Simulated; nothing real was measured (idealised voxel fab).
Proc. module: voxel self aligned contacts
Cross-section cut spans 285 nm and uses square cells 5 nm in size.
Cross-sections here: square-cell grids, written as top-down lists of bands, a band being one or more rows of cells.
Top height, bottom height, nm. Materials left to right, width each, nm. Single material + "full width" = fills band edge to edge. "blank" = empty.
It should be noted that heights are counted from 0, beneath which the wafer as supplied is of one material throughout, and that the lowest band possesses no lower boundary but continues downward, as written in "0..down".
The expression "30 to 40" gives the width at the extremes of the band, the first number at its top row of cells and the second at its bottom row, with the width changing by equal amounts from each row to the next in between.
Basically "nothing different" means that step didn't change any cell in the cross-section.
"Completely sealed voids" - sealed voids, min. 8 cells, no opening to top; format: width x height at distance (distance from left edge; nm throughout).
after a step's settings: what the simulator itself notes on the step
For masked steps, "overlay nm" on the step line gives how far right of plan the mask actually lay; a minus sign means it lay to the left.

### Steps planned for the process
1) RECEIVE with material Si
2) OXIDIZE with depth nm 5
3) DIRECTIONAL_DEP with material polySi, thk nm 20
4) DIRECTIONAL_DEP with material SiN, thk nm 20
5) PATTERN with tone cover, mask id GATE, material resist, width nm 30, pitch nm 65, thk nm 20, overlay nm 0
6) DIRECTIONAL_ETCH with etch materials SiN, depth nm 20
7) DIRECTIONAL_ETCH with etch materials polySi, depth nm 20
8) STRIP with etch materials resist
9) CONFORMAL_DEP with material SiN, thk nm 10
10) DIRECTIONAL_ETCH with etch materials SiN, depth nm 10
11) FILL_DEP with material SiO2, thk nm 15
12) CMP with height nm 50
13) MASKED_ETCH with tone open, mask id CONTACT, width nm 45, etch materials SiO2, depth nm 55, overlay nm 0
14) CONFORMAL_DEP with material TiN, thk nm 5
15) FILL_DEP with material W, thk nm 10
16) CMP with height nm 50
17) CONFORMAL_DEP with material SiN, thk nm 5

### First of two wafers: run as planned

### This is the cross-section of the wafer as we received it, i.e. after step 1
	0..down | Si full width
	Completely sealed voids: none

### Cross-section through the wafer, step 2 finished
	0..-5 | SiO2 full width
	For the remainder of the cross-section, below -5, there is no change.

### Cross-section through the wafer, step 3 finished
	20..0 | polySi full width
	For the remainder of the cross-section, below 0, there is no change.

### Cross-section through the wafer, step 4 finished
	40..20 | SiN full width
	For the remainder of the cross-section, below 20, there is no change.

### Cross-section through the wafer, step 5 finished
	60..40 | blank 95 nm, then resist 30 nm, then blank 35 nm, then resist 30 nm, then blank 95 nm
	For the remainder of the cross-section, below 40, there is no change.

### Cross-section through the wafer, step 6 finished
	60..40 | blank 95 nm, then resist 30 nm, then blank 35 nm, then resist 30 nm, then blank 95 nm
	40..20 | blank 95 nm, then SiN 30 nm, then blank 35 nm, then SiN 30 nm, then blank 95 nm
	For the remainder of the cross-section, below 20, there is no change.

### Cross-section through the wafer, step 7 finished
	60..40 | blank 95 nm, then resist 30 nm, then blank 35 nm, then resist 30 nm, then blank 95 nm
	40..20 | blank 95 nm, then SiN 30 nm, then blank 35 nm, then SiN 30 nm, then blank 95 nm
	20..0 | blank 95 nm, then polySi 30 nm, then blank 35 nm, then polySi 30 nm, then blank 95 nm
	For the remainder of the cross-section, below 0, there is no change.

### Cross-section through the wafer, step 8 finished
	40..20 | blank 95 nm, then SiN 30 nm, then blank 35 nm, then SiN 30 nm, then blank 95 nm
	For the remainder of the cross-section, below 20, there is no change.

### Cross-section through the wafer, step 9 finished
	50..20 | blank 85 nm, then SiN 50 nm, then blank 15 nm, then SiN 50 nm, then blank 85 nm
	20..10 | blank 85 nm, then SiN 10 nm, then polySi 30 nm, then SiN 10 nm, then blank 15 nm, then SiN 10 nm, then polySi 30 nm, then SiN 10 nm, then blank 85 nm
	10..0 | SiN 95 nm, then polySi 30 nm, then SiN 35 nm, then polySi 30 nm, then SiN 95 nm
	For the remainder of the cross-section, below 0, there is no change.

### Cross-section through the wafer, step 10 finished
	40..20 | blank 85 nm, then SiN 50 nm, then blank 15 nm, then SiN 50 nm, then blank 85 nm
	20..0 | blank 85 nm, then SiN 10 nm, then polySi 30 nm, then SiN 10 nm, then blank 15 nm, then SiN 10 nm, then polySi 30 nm, then SiN 10 nm, then blank 85 nm
	For the remainder of the cross-section, below 0, there is no change.

### Cross-section through the wafer, step 11 finished
	55..40 | SiO2 full width
	40..20 | SiO2 85 nm, then SiN 50 nm, then SiO2 15 nm, then SiN 50 nm, then SiO2 85 nm
	20..0 | SiO2 85 nm, then SiN 10 nm, then polySi 30 nm, then SiN 10 nm, then SiO2 15 nm, then SiN 10 nm, then polySi 30 nm, then SiN 10 nm, then SiO2 85 nm
	For the remainder of the cross-section, below 0, there is no change.

### Cross-section through the wafer, step 12 finished
	50..40 | SiO2 full width
	For the remainder of the cross-section, below 40, there is no change.

### Cross-section through the wafer, step 13 finished
	50..40 | SiO2 120 nm, then blank 45 nm, then SiO2 120 nm
	40..20 | SiO2 85 nm, then SiN 50 nm, then blank 15 nm, then SiN 50 nm, then SiO2 85 nm
	20..0 | SiO2 85 nm, then SiN 10 nm, then polySi 30 nm, then SiN 10 nm, then blank 15 nm, then SiN 10 nm, then polySi 30 nm, then SiN 10 nm, then SiO2 85 nm
	0..-5 | SiO2 135 nm, then blank 15 nm, then SiO2 135 nm
	For the remainder of the cross-section, below -5, there is no change.

### Cross-section through the wafer, step 14 finished
	55..50 | TiN 125 nm, then blank 35 nm, then TiN 125 nm
	50..40 | SiO2 120 nm, then TiN 5 to 20 nm, then blank 35 to 5 nm, then TiN 5 to 20 nm, then SiO2 120 nm
	40..20 | SiO2 85 nm, then SiN 50 nm, then TiN 5 nm, then blank 5 nm, then TiN 5 nm, then SiN 50 nm, then SiO2 85 nm
	20..0 | SiO2 85 nm, then SiN 10 nm, then polySi 30 nm, then SiN 10 nm, then TiN 5 nm, then blank 5 nm, then TiN 5 nm, then SiN 10 nm, then polySi 30 nm, then SiN 10 nm, then SiO2 85 nm
	0..-5 | SiO2 135 nm, then TiN 15 nm, then SiO2 135 nm
	For the remainder of the cross-section, below -5, there is no change.

### Cross-section through the wafer, step 15 finished
	65..55 | W full width
	55..50 | TiN 125 nm, then W 35 nm, then TiN 125 nm
	50..40 | SiO2 120 nm, then TiN 5 to 20 nm, then W 35 to 5 nm, then TiN 5 to 20 nm, then SiO2 120 nm
	40..20 | SiO2 85 nm, then SiN 50 nm, then TiN 5 nm, then W 5 nm, then TiN 5 nm, then SiN 50 nm, then SiO2 85 nm
	20..0 | SiO2 85 nm, then SiN 10 nm, then polySi 30 nm, then SiN 10 nm, then TiN 5 nm, then W 5 nm, then TiN 5 nm, then SiN 10 nm, then polySi 30 nm, then SiN 10 nm, then SiO2 85 nm
	For the remainder of the cross-section, below 0, there is no change.

### Cross-section through the wafer, step 16 finished
	50..40 | SiO2 120 nm, then TiN 5 to 20 nm, then W 35 to 5 nm, then TiN 5 to 20 nm, then SiO2 120 nm
	For the remainder of the cross-section, below 40, there is no change.

### Cross-section through the wafer, step 17 finished
	55..50 | SiN full width
	For the remainder of the cross-section, below 50, there is no change.

### Wafer two of two - same starting point, same process plan, one mistake in execution; matches wafer one up to and including step 12

### The second wafer in cross-section, at the planned close of step 13
	50..40 | SiO2 110 nm, then blank 45 nm, then SiO2 130 nm
	40..20 | SiO2 85 nm, then SiN 50 nm, then blank 15 nm, then SiN 50 nm, then SiO2 85 nm
	20..0 | SiO2 85 nm, then SiN 10 nm, then polySi 30 nm, then SiN 10 nm, then blank 15 nm, then SiN 10 nm, then polySi 30 nm, then SiN 10 nm, then SiO2 85 nm
	0..-5 | SiO2 135 nm, then blank 15 nm, then SiO2 135 nm
	For the remainder of the cross-section, below -5, there is no change.

### The second wafer in cross-section, at the planned close of step 14
	55..50 | TiN 115 nm, then blank 35 nm, then TiN 135 nm
	50..40 | SiO2 110 nm, then TiN 5 to 30 nm, then blank 35 to 5 nm, then TiN 5 to 10 nm, then SiO2 130 nm
	40..20 | SiO2 85 nm, then SiN 50 nm, then TiN 5 nm, then blank 5 nm, then TiN 5 nm, then SiN 50 nm, then SiO2 85 nm
	20..0 | SiO2 85 nm, then SiN 10 nm, then polySi 30 nm, then SiN 10 nm, then TiN 5 nm, then blank 5 nm, then TiN 5 nm, then SiN 10 nm, then polySi 30 nm, then SiN 10 nm, then SiO2 85 nm
	0..-5 | SiO2 135 nm, then TiN 15 nm, then SiO2 135 nm
	For the remainder of the cross-section, below -5, there is no change.

### The second wafer in cross-section, at the planned close of step 15
	65..55 | W full width
	55..50 | TiN 115 nm, then W 35 nm, then TiN 135 nm
	50..40 | SiO2 110 nm, then TiN 5 to 30 nm, then W 35 to 5 nm, then TiN 5 to 10 nm, then SiO2 130 nm
	40..20 | SiO2 85 nm, then SiN 50 nm, then TiN 5 nm, then W 5 nm, then TiN 5 nm, then SiN 50 nm, then SiO2 85 nm
	20..0 | SiO2 85 nm, then SiN 10 nm, then polySi 30 nm, then SiN 10 nm, then TiN 5 nm, then W 5 nm, then TiN 5 nm, then SiN 10 nm, then polySi 30 nm, then SiN 10 nm, then SiO2 85 nm
	For the remainder of the cross-section, below 0, there is no change.

### The second wafer in cross-section, at the planned close of step 16
	50..40 | SiO2 110 nm, then TiN 5 to 30 nm, then W 35 to 5 nm, then TiN 5 to 10 nm, then SiO2 130 nm
	For the remainder of the cross-section, below 40, there is no change.

### The second wafer in cross-section, at the planned close of step 17
	55..50 | SiN full width
	For the remainder of the cross-section, below 50, there is no change.
Which mistake was made when the wafer was run? heads up, step 13 didn't go per plan, it actually ran as MASKED_ETCH with tone open, mask id CONTACT, width nm 45, etch materials SiO2, depth nm 55, overlay nm -10
at the end the second wafer has, in cells: as many of each material as the first, in other places
